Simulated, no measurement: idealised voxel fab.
Presented below is a process module, voxel ribs on slabs.
Square cells of 5 nm make up the cross-section cut, whose width is 150 nm.
Bands, listed from the top down, are how a cross-section gets written in this document; the cross-section itself is a grid of square cells, and a band is one or more rows of them. First you get the band's top height and its bottom height, in nm, and then the materials it's made of, left to right, with each width in nm. If you see a single material with "full width", that one covers the band edge to edge. "air" is empty space. Height datum 0, below which the as-received substrate wafer is one material. Lowest band open at the bottom, running downward: "0 nm and below". Graded width ("30..40"): value in top row of band = first number; value in bottom row = second number; row-to-row change constant. You'll sometimes find "all unchanged" written for a step, and that's the way of saying that nowhere in the cross-section did a cell change during that step. If an empty space has no open way to the top and is at least 8 cells in size, "Enclosed void entries" lists it, written width x height at distance, where distance is measured from the left edge and every value is in nm. Text after the settings on a step's line: the simulator's own remark on that step. "overlay nm" answers the question of how far to the right of plan the mask lay on a step that has a mask, and when it is negative the answer is to the left.

**Process steps - plan**
1: RECEIVE: material Si
2: DIRECTIONAL_DEP: material SiO2, thk nm 30
3: DIRECTIONAL_DEP: material SiN, thk nm 15
4: MASKED_ETCH: tone cover, mask id RIB, width nm 30, etch materials SiN, depth nm 5, overlay nm 0
5: PATTERN: tone cover, mask id SLAB, material resist, width nm 60, thk nm 20, overlay nm -15
6: DIRECTIONAL_ETCH: etch materials SiN, depth nm 10
7: STRIP: etch materials resist
8: FILL_DEP: material SiO2, thk nm 20
9: CMP: height nm 55
10: DIRECTIONAL_DEP: material TiN, thk nm 10
11: MASKED_ETCH: tone cover, mask id HEATER, width nm 40, etch materials TiN, depth nm 10, overlay nm 0
12: CONFORMAL_DEP: material SiO2, thk nm 5
The wafers in this document start out alike and differ in the overlay nm applied at step 5; the plan shows the value used for the first wafer.

**Cross-section of the first incoming wafer of several, state after step 1**
* 0 nm and below  Si full width
* Enclosed void entries: none

**Tabulated below, wafer by wafer, are the end-of-module results: for each material, the number of cells gained (+) or lost (-) relative to the as-received state, followed by the closed voids**
overlay nm -15, +30 SiN, +334 SiO2, +16 TiN, Enclosed void entries: none
overlay nm -10, +30 SiN, +334 SiO2, +16 TiN, Enclosed void entries: none
overlay nm -5, +30 SiN, +334 SiO2, +16 TiN, Enclosed void entries: none
overlay nm 0, +30 SiN, +334 SiO2, +16 TiN, Enclosed void entries: none
overlay nm 5, +30 SiN, +334 SiO2, +16 TiN, Enclosed void entries: none
overlay nm 10, +30 SiN, +334 SiO2, +16 TiN, Enclosed void entries: none
overlay nm 15, +30 SiN, +334 SiO2, +16 TiN, Enclosed void entries: none
